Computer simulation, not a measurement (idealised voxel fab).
process module | voxel capacitor over wiring
cross-section cut | 155 nm wide | cells 5 nm
For the purposes of this document, a cross-section shall be understood as a grid of square cells, specified as bands listed in top-to-bottom order, each band consisting of one or more rows of cells. Quick guide to a band line: top height, bottom height (nm) up front; then every material left to right with its width in nm. Only one material and it's marked "throughout"? Then it fills the band edge to edge. And "blank" just means empty space. We count height from 0. Below that, the starting wafer is all one material. The lowest band never ends at the bottom but goes on down; see "top 0, no bottom" for how that is written. With a width like "30..40", each row of cells in the band differs from the next by the same amount, the top row carrying the first number and the bottom row the second. Basically "no change" means that step didn't change any cell in the cross-section. In "Enclosed void entries" the enclosed voids are listed, meaning empty spaces of 8 cells or larger without any opening to the top. The form is width x height at distance, distance from the left edge, units nm. It should be noted that, on the line of a given step, the content following the step's settings is a remark produced by the simulator itself with respect to that step. Steps that use a mask can have "overlay nm" on their line. It says how far the mask sat to the right of where it was meant to be. Negative means to the left.
[The planned process steps are enumerated hereunder]
1 RECEIVE | material Si
2 CONFORMAL_DEP | material SiO2 | thk nm 15
3 CONFORMAL_DEP | material SiCN | thk nm 5
4 DIRECTIONAL_DEP | material SiO2 | thk nm 25
5 DIRECTIONAL_DEP | material aC | thk nm 10
6 PATTERN | tone open | mask id METAL_1 | material resist | width nm 30 | pitch nm 95 | thk nm 30 | overlay nm 0
7 DIRECTIONAL_ETCH | etch materials aC | depth nm 10
8 STRIP | etch materials resist
9 DIRECTIONAL_ETCH | etch materials SiO2 | depth nm 15
10 DIRECTIONAL_ETCH | etch materials SiCN | depth nm 5
11 STRIP | etch materials aC
12 CONFORMAL_DEP | material TiN | thk nm 5
13 FILL_DEP | material Cu | thk nm 10
14 CMP | height nm 45
15 CONFORMAL_DEP | material SiCN | thk nm 5
16 DIRECTIONAL_DEP | material SiO2 | thk nm 10
17 MASKED_ETCH | tone open | mask id PLUG_1 | width nm 15 | etch materials SiO2 | depth nm 10 | overlay nm 0
18 MASKED_ETCH | tone open | mask id PLUG_1 | width nm 15 | etch materials SiCN | depth nm 5 | overlay nm 0
19 CONFORMAL_DEP | material TiN | thk nm 5
20 FILL_DEP | material W | thk nm 10
21 CMP | height nm 60
22 DIRECTIONAL_DEP | material TiN | thk nm 10
23 DIRECTIONAL_DEP | material HfO2 | thk nm 5
24 DIRECTIONAL_DEP | material TiN | thk nm 10
25 PATTERN | tone cover | mask id UPPER_PLATE | material resist | width nm 70 | thk nm 15 | overlay nm 0
26 DIRECTIONAL_ETCH | etch materials TiN | depth nm 10
27 DIRECTIONAL_ETCH | etch materials HfO2 | depth nm 5
28 STRIP | etch materials resist
29 DIRECTIONAL_DEP | material aC | thk nm 10
30 PATTERN | tone cover | mask id LOWER_PLATE | material resist | width nm 80 | thk nm 25 | overlay nm 0
31 DIRECTIONAL_ETCH | etch materials aC | depth nm 10
32 STRIP | etch materials resist
33 DIRECTIONAL_ETCH | etch materials TiN | depth nm 10
34 STRIP | etch materials aC
35 FILL_DEP | material SiO2 | thk nm 20
36 CMP | height nm 100
37 MASKED_ETCH | tone open | mask id PLUG_2 | width nm 15 | etch materials SiO2 | depth nm 15 | overlay nm 0
38 CONFORMAL_DEP | material TiN | thk nm 5
39 FILL_DEP | material Ru | thk nm 10
40 CMP | height nm 100
41 CONFORMAL_DEP | material SiCN | thk nm 5
What sets these wafers apart? The depth nm at step 9. They all start alike, and the plan carries the first wafer's value.
[The first of several wafers, as received after step 1, seen in section]
* top 0, no bottom = Si throughout
* Enclosed void entries: none
[Rows = wafers. At module end, each row lists per material the cells gained (+) or lost (-) since the wafer was received, then the closed voids]
depth nm 15; +16 Cu; +14 HfO2; +2 Ru; +90 SiCN; +433 SiO2; +94 TiN; +2 W; Enclosed void entries: none
depth nm 20; +24 Cu; +14 HfO2; +2 Ru; +90 SiCN; +421 SiO2; +98 TiN; +2 W; Enclosed void entries: none
depth nm 25; +40 Cu; +14 HfO2; +2 Ru; +78 SiCN; +409 SiO2; +106 TiN; +2 W; Enclosed void entries: none
depth nm 30; +40 Cu; +14 HfO2; +2 Ru; +78 SiCN; +409 SiO2; +106 TiN; +2 W; Enclosed void entries: none
depth nm 35; +40 Cu; +14 HfO2; +2 Ru; +78 SiCN; +409 SiO2; +106 TiN; +2 W; Enclosed void entries: none
depth nm 40; +40 Cu; +14 HfO2; +2 Ru; +78 SiCN; +409 SiO2; +106 TiN; +2 W; Enclosed void entries: none
